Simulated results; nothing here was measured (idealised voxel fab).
Process module in this document: voxel released beams
FYI the section here is cut, 290 nm wide, cells are 5 nm squares.
Heads up, the way a cross-section reads in here is a grid of square cells, handed over as bands from the top down, with every band being one or more rows of cells. Band entry format. Leading values: height of top, height of bottom, nm. Remainder: materials in left-to-right order, each with its width in nm. Special words: "all across" on a single material, which then fills the band edge to edge; "air", empty space. Heights from 0 (as-received wafer is one material below). Bottom band endless downward, as "z 0 and below". It should be noted that a width expressed as "30 to 40" varies in equal increments from row to row of cells within the band, taking the value of the first number at the top row and that of the second number at the bottom row. Step marked "nothing different"? Then no cell in the cross-section changed in it. The label "Voids, sealed" introduces a list of the empty spaces, 8 cells or larger, that have no open way up to the top; each entry in it reads width x height at distance, where the distance is taken from the left edge and all three are stated in nm. after a step's settings: what the simulator itself notes on the step. A step line may carry the setting "overlay nm", which, for steps involving a mask, states the distance by which the mask lay to the right of its intended position; negative values denote displacement to the left.
-- Planned step list for the process
| 1 | RECEIVE with material Si |
| 2 | CONFORMAL_DEP with material SiN, thk nm 10 |
| 3 | DIRECTIONAL_DEP with material SiO2, thk nm 10 |
| 4 | PATTERN with tone open, mask id ANCHOR, material resist, width nm 45, thk nm 15, overlay nm 0 |
| 5 | DIRECTIONAL_ETCH with etch materials SiO2, depth nm 10 |
| 6 | STRIP with etch materials resist |
| 7 | CONFORMAL_DEP with material polySi, thk nm 15 |
| 8 | MASKED_ETCH with tone cover, mask id BEAM, width nm 105, etch materials polySi, depth nm 15, overlay nm 0 |
| 9 | STRIP with etch materials SiO2 |
-- Here's what the wafer looked like in cross-section when it arrived - that's after step 1
z 0 and below: Si all across
Voids, sealed: none
-- Cross-section: first of two wafers, module finished, run according to plan
z 35 to 25: air (90) / polySi (20) / air (15) / polySi (70) / air (95)
z 25 to 20: air (90) / polySi (105) / air (95)
z 20 to 10: air (95) / polySi (45) / air (150)
z 10 to 0: SiN all across
z 0 and below: Si all across
Voids, sealed: none
-- Cross-section, wafer two of two, end of module: same start and plan as wafer one, one error in execution
z 35 to 20: air (90) / polySi (105) / air (95)
z 20 to 10: SiN all across
z 10 to 0: SiO2 all across
z 0 and below: Si all across
Voids, sealed: none
Against the plan, the run slipped here: steps 2 and 3 got flipped, so each one ran where the other should have
The second wafer ends with more or fewer cells of some materials than the first, per final count: SiO2: 116 more, polySi: 12 fewer
